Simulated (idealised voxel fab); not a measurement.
Name of the process module below: voxel transistor to metal
Square cells of 5 nm make up the cross-section cut, whose width is 280 nm.
Notation: cross-section as square-cell grid; stated in bands, top first, going down; one or more cell rows per band.
First you get the band's top height and its bottom height, in nm, and then the materials it's made of, left to right, with each width in nm. If you see a single material with "edge to edge", that one covers the band edge to edge. "air" is empty space.
Beneath 0, the wafer as received is one material, and that level is where height counting begins. The lowest band goes on downward without a bottom; it is written like "0 down".
Think of "30 to 40" as a width that walks from the first number to the second as you go down the band, top row to bottom row, taking equal-sized steps from row to row.
The designation "no change occurred", where it is given for a processing step, indicates that no cell of the cross-section was altered in the course of that step.
Each empty space that has no open way to the top and spans at least 8 cells appears under "Closed cavities" as width x height at distance, the distance counted from the left edge, all in nm.
Read whatever lies past the settings on a step's line as the simulator's own remark about the step.
For masked steps, "overlay nm" on the step line gives how far right of plan the mask actually lay; a minus sign means it lay to the left.
**Planned step list for the process**
- 1: op RECEIVE | material Si
- 2: op OXIDIZE | depth nm 5
- 3: op CONFORMAL_DEP | material SiN | thk nm 15
- 4: op MASKED_ETCH | tone cover | mask id ACTIVE | width nm 105 | pitch nm 135 | etch materials SiN | depth nm 15 | overlay nm 0
- 5: op MASKED_ETCH | tone cover | mask id ACTIVE | width nm 105 | pitch nm 135 | etch materials SiO2 | depth nm 5 | overlay nm 0
- 6: op MASKED_ETCH | tone cover | mask id ACTIVE | width nm 105 | pitch nm 135 | etch materials Si | depth nm 20 | overlay nm 0
- 7: op OXIDIZE | depth nm 5
- 8: op FILL_DEP | material SiO2 | thk nm 15
- 9: op CMP | height nm 15
- 10: op SELECTIVE_ETCH | etch materials SiO2 | depth nm 15
- 11: op STRIP | etch materials SiN
- 12: op SELECTIVE_ETCH | etch materials SiO2 | depth nm 5
- 13: op OXIDIZE | depth nm 5
- 14: op DIRECTIONAL_DEP | material polySi | thk nm 20
- 15: op DIRECTIONAL_DEP | material SiCN | thk nm 15
- 16: op PATTERN | tone cover | mask id GATE | material resist | width nm 25 | pitch nm 135 | thk nm 15 | overlay nm 0
- 17: op DIRECTIONAL_ETCH | etch materials SiCN | depth nm 25
- 18: op DIRECTIONAL_ETCH | etch materials polySi | depth nm 30
- 19: op STRIP | etch materials resist
- 20: op CONFORMAL_DEP | material SiO2 | thk nm 5
- 21: op DIRECTIONAL_ETCH | etch materials SiO2 | depth nm 5
- 22: op CONFORMAL_DEP | material SiN | thk nm 5
- 23: op DIRECTIONAL_ETCH | etch materials SiN | depth nm 5
- 24: op DIRECTIONAL_ETCH | etch materials SiO2 | depth nm 5
- 25: op DIRECTIONAL_ETCH | etch materials Si | depth nm 5
- 26: op EPI | material nSi | thk nm 10
- 27: op FILL_DEP | material SiO2 | thk nm 10
- 28: op CMP | height nm 15
- 29: op STRIP | etch materials polySi
- 30: op SELECTIVE_ETCH | etch materials SiO2 | depth nm 5
- 31: op CONFORMAL_DEP | material HfO2 | thk nm 5
- 32: op CONFORMAL_DEP | material TiN | thk nm 5
- 33: op FILL_DEP | material W | thk nm 5
- 34: op CMP | height nm 10
- 35: op DIRECTIONAL_DEP | material SiO2 | thk nm 10
- 36: op DIRECTIONAL_DEP | material aC | thk nm 10
- 37: op PATTERN | tone open | mask id CONTACT | material resist | width nm 20 | thk nm 30 | overlay nm 0
- 38: op DIRECTIONAL_ETCH | etch materials aC | depth nm 10
- 39: op STRIP | etch materials resist
- 40: op DIRECTIONAL_ETCH | etch materials SiO2 | depth nm 25
- 41: op STRIP | etch materials aC
- 42: op CONFORMAL_DEP | material TiN | thk nm 5
- 43: op FILL_DEP | material W | thk nm 10
- 44: op CMP | height nm 20
- 45: op DIRECTIONAL_DEP | material TiN | thk nm 5
- 46: op DIRECTIONAL_DEP | material Ru | thk nm 20
- 47: op PATTERN | tone cover | mask id METAL_1 | material resist | width nm 20 | thk nm 20 | overlay nm 0
- 48: op DIRECTIONAL_ETCH | etch materials Ru | depth nm 20
- 49: op DIRECTIONAL_ETCH | etch materials TiN | depth nm 5
- 50: op STRIP | etch materials resist
- 51: op CONFORMAL_DEP | material SiCN | thk nm 5
- 52: op FILL_DEP | material lowk | thk nm 10
- 53: op CMP | height nm 45
- 54: op CONFORMAL_DEP | material SiCN | thk nm 5
- 55: op DIRECTIONAL_DEP | material lowk | thk nm 30
- 56: op PATTERN | tone open | mask id METAL_2 | material resist | width nm 20 | pitch nm 135 | thk nm 15 | overlay nm 0
- 57: op DIRECTIONAL_ETCH | etch materials lowk | depth nm 20
- 58: op STRIP | etch materials resist
- 59: op PATTERN | tone open | mask id METAL_2_HOLES | material resist | width nm 15 | pitch nm 135 | thk nm 15 | overlay nm 0
- 60: op DIRECTIONAL_ETCH | etch materials lowk | depth nm 10
- 61: op DIRECTIONAL_ETCH | etch materials SiCN | depth nm 5
- 62: op STRIP | etch materials resist
- 63: op CONFORMAL_DEP | material TiN | thk nm 5
- 64: op FILL_DEP | material Ru | thk nm 5
- 65: op CMP | height nm 80
- 66: op CONFORMAL_DEP | material SiN | thk nm 5
**Here's what the wafer looked like in cross-section when it arrived - that's after step 1**
* 0 down | Si edge to edge
* Closed cavities: none
**Cross-section at module end, one run error; start and plan unchanged from above**
* 85 to 80 | SiN edge to edge
* 80 to 65 | lowk 25 nm | TiN 5 nm | Ru 10 nm | TiN 5 nm | lowk 115 nm | TiN 5 nm | Ru 10 nm | TiN 5 nm | lowk 100 nm
* 65 to 60 | lowk 25 nm | TiN 5 nm | Ru 5 nm | TiN 10 nm | lowk 115 nm | TiN 5 nm | Ru 5 nm | TiN 10 nm | lowk 100 nm
* 60 to 50 | lowk 25 nm | TiN 5 nm | Ru 5 nm | TiN 5 nm | lowk 120 nm | TiN 5 nm | Ru 5 nm | TiN 5 nm | lowk 105 nm
* 50 to 45 | SiCN 25 nm | TiN 15 nm | SiCN 120 nm | TiN 15 nm | SiCN 105 nm
* 45 to 25 | lowk 20 nm | SiCN 5 nm | Ru 20 nm | SiCN 5 nm | lowk 45 nm | SiCN 5 nm | Ru 20 nm | SiCN 5 nm | lowk 30 nm | SiCN 5 nm | Ru 20 nm | SiCN 5 nm | lowk 45 nm | SiCN 5 nm | Ru 20 nm | SiCN 5 nm | lowk 20 nm
* 25 to 20 | SiCN 25 nm | TiN 20 nm | SiCN 55 nm | TiN 20 nm | SiCN 40 nm | TiN 20 nm | SiCN 55 nm | TiN 20 nm | SiCN 25 nm
* 20 to 10 | SiO2 25 nm | TiN 5 nm | W 10 nm | TiN 5 nm | SiO2 55 nm | TiN 5 nm | W 10 nm | TiN 5 nm | SiO2 40 nm | TiN 5 nm | W 10 nm | TiN 5 nm | SiO2 55 nm | TiN 5 nm | W 10 nm | TiN 5 nm | SiO2 25 nm
* 10 to 0 | SiO2 25 nm | TiN 5 nm | W 10 to 5 nm | TiN 5 to 10 nm | SiO2 5 nm | SiN 5 nm | HfO2 5 nm | TiN 5 nm | W 15 nm | TiN 5 nm | HfO2 5 nm | SiN 5 nm | SiO2 5 nm | TiN 5 to 10 nm | W 10 to 5 nm | TiN 5 nm | SiO2 40 nm | TiN 5 nm | W 10 to 5 nm | TiN 5 to 10 nm | SiO2 5 nm | SiN 5 nm | HfO2 5 nm | TiN 5 nm | W 15 nm | TiN 5 nm | HfO2 5 nm | SiN 5 nm | SiO2 5 nm | TiN 5 to 10 nm | W 10 to 5 nm | TiN 5 nm | SiO2 25 nm
* 0 to -5 | SiO2 25 nm | TiN 15 nm | nSi 10 nm | SiN 5 nm | HfO2 5 nm | TiN 25 nm | HfO2 5 nm | SiN 5 nm | nSi 10 nm | TiN 15 nm | SiO2 40 nm | TiN 15 nm | nSi 10 nm | SiN 5 nm | HfO2 5 nm | TiN 25 nm | HfO2 5 nm | SiN 5 nm | nSi 10 nm | TiN 15 nm | SiO2 25 nm
* -5 to -10 | SiO2 20 nm | nSi 30 nm | SiO2 5 nm | HfO2 35 nm | SiO2 5 nm | nSi 30 nm | SiO2 30 nm | nSi 30 nm | SiO2 5 nm | HfO2 35 nm | SiO2 5 nm | nSi 30 nm | SiO2 20 nm
* -10 to -15 | SiO2 25 nm | nSi 25 nm | Si 45 nm | nSi 25 nm | SiO2 40 nm | nSi 25 nm | Si 45 nm | nSi 25 nm | SiO2 25 nm
* -15 to -50 | SiO2 25 nm | Si 95 nm | SiO2 40 nm | Si 95 nm | SiO2 25 nm
* -50 down | Si edge to edge
* Closed cavities: none
The plan and the run diverged here: step 6 from the plan got run twice
